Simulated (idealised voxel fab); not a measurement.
process module | voxel capacitor over wiring
cross-section cut | 265 nm wide | cells 5 nm
A cross-section is a grid of square cells, given in bands from the top down. A band is one or more rows of cells.
Each band's line starts with the height of the band's top and of its bottom, in nm. Then come its materials from left to right, each with its width in nm. One material with "throughout" fills the band from edge to edge. "air" is empty space.
Height 0 is the level under which the wafer as received is all one material. The lowest band goes on downwards, as in "0 down".
A width such as "30 to 40" changes by the same amount from each row of cells to the next, from the band's top row to its bottom row.
"no change" after a step means that no cell of the cross-section changed.
closed voids: empty space of 8 cells or more with no open way to the top, each as width x height at its distance from the left edge, in nm
after a step's settings: what the simulator itself notes on the step
overlay nm, on a step with a mask: how far to the right of its planned place the mask lay; to the left if negative
plan
1 op RECEIVE | material Si
2 op CONFORMAL_DEP | material SiO2 | thk nm 15
3 op CONFORMAL_DEP | material SiCN | thk nm 5
4 op DIRECTIONAL_DEP | material lowk | thk nm 20
5 op DIRECTIONAL_DEP | material aC | thk nm 10
6 op PATTERN | tone open | mask id METAL_1 | material resist | width nm 30 | pitch nm 80 | thk nm 25 | overlay nm 0
7 op DIRECTIONAL_ETCH | etch materials aC | depth nm 10
8 op STRIP | etch materials resist
9 op DIRECTIONAL_ETCH | etch materials lowk | depth nm 20
10 op DIRECTIONAL_ETCH | etch materials SiCN | depth nm 5
11 op STRIP | etch materials aC
12 op CONFORMAL_DEP | material TiN | thk nm 5
13 op FILL_DEP | material Ru | thk nm 10
14 op CMP | height nm 40
15 op EPI | material Ru | thk nm 5
16 op FILL_DEP | material SiCN | thk nm 5
17 op DIRECTIONAL_DEP | material SiO2 | thk nm 20
18 op DIRECTIONAL_DEP | material aC | thk nm 10
19 op PATTERN | tone open | mask id PLUG_1 | material resist | width nm 15 | thk nm 25 | overlay nm 0
20 op DIRECTIONAL_ETCH | etch materials aC | depth nm 10
21 op STRIP | etch materials resist
22 op DIRECTIONAL_ETCH | etch materials SiO2 | depth nm 20
23 op DIRECTIONAL_ETCH | etch materials SiCN | depth nm 5
24 op STRIP | etch materials aC
25 op CONFORMAL_DEP | material TiN | thk nm 5
26 op FILL_DEP | material Cu | thk nm 5
27 op CMP | height nm 70
28 op DIRECTIONAL_DEP | material TiN | thk nm 5
29 op DIRECTIONAL_DEP | material SiN | thk nm 5
30 op DIRECTIONAL_DEP | material TiN | thk nm 5
31 op DIRECTIONAL_DEP | material aC | thk nm 15
32 op PATTERN | tone cover | mask id UPPER_PLATE | material resist | width nm 55 | thk nm 30 | overlay nm 0
33 op DIRECTIONAL_ETCH | etch materials aC | depth nm 15
34 op STRIP | etch materials resist
35 op DIRECTIONAL_ETCH | etch materials TiN | depth nm 5
36 op DIRECTIONAL_ETCH | etch materials SiN | depth nm 5
37 op STRIP | etch materials aC
38 op MASKED_ETCH | tone cover | mask id LOWER_PLATE | width nm 65 | etch materials TiN | depth nm 5 | overlay nm 0
39 op FILL_DEP | material SiO2 | thk nm 15
40 op CMP | height nm 95
41 op MASKED_ETCH | tone open | mask id PLUG_2 | width nm 15 | etch materials SiO2 | depth nm 10 | overlay nm 0
42 op CONFORMAL_DEP | material TiN | thk nm 5
43 op FILL_DEP | material Cu | thk nm 5
44 op CMP | height nm 95
45 op CONFORMAL_DEP | material SiCN | thk nm 5
varied across the wafers: width nm of step 41. The plan shows the first wafer's value. All wafers start alike
first wafer as received, after step 1
  0 down: Si throughout
  closed voids: none
each wafer at the end: cells of each material gained (+) or lost (-) since it was received, then its closed voids
width nm 15 | +5 Cu | +48 Ru | +181 SiCN | +11 SiN | +583 SiO2 | +68 TiN | +164 lowk | closed voids: none
width nm 20 | +6 Cu | +48 Ru | +181 SiCN | +11 SiN | +581 SiO2 | +69 TiN | +164 lowk | closed voids: none
width nm 25 | +7 Cu | +48 Ru | +181 SiCN | +11 SiN | +579 SiO2 | +70 TiN | +164 lowk | closed voids: none
width nm 30 | +8 Cu | +48 Ru | +181 SiCN | +11 SiN | +577 SiO2 | +71 TiN | +164 lowk | closed voids: none
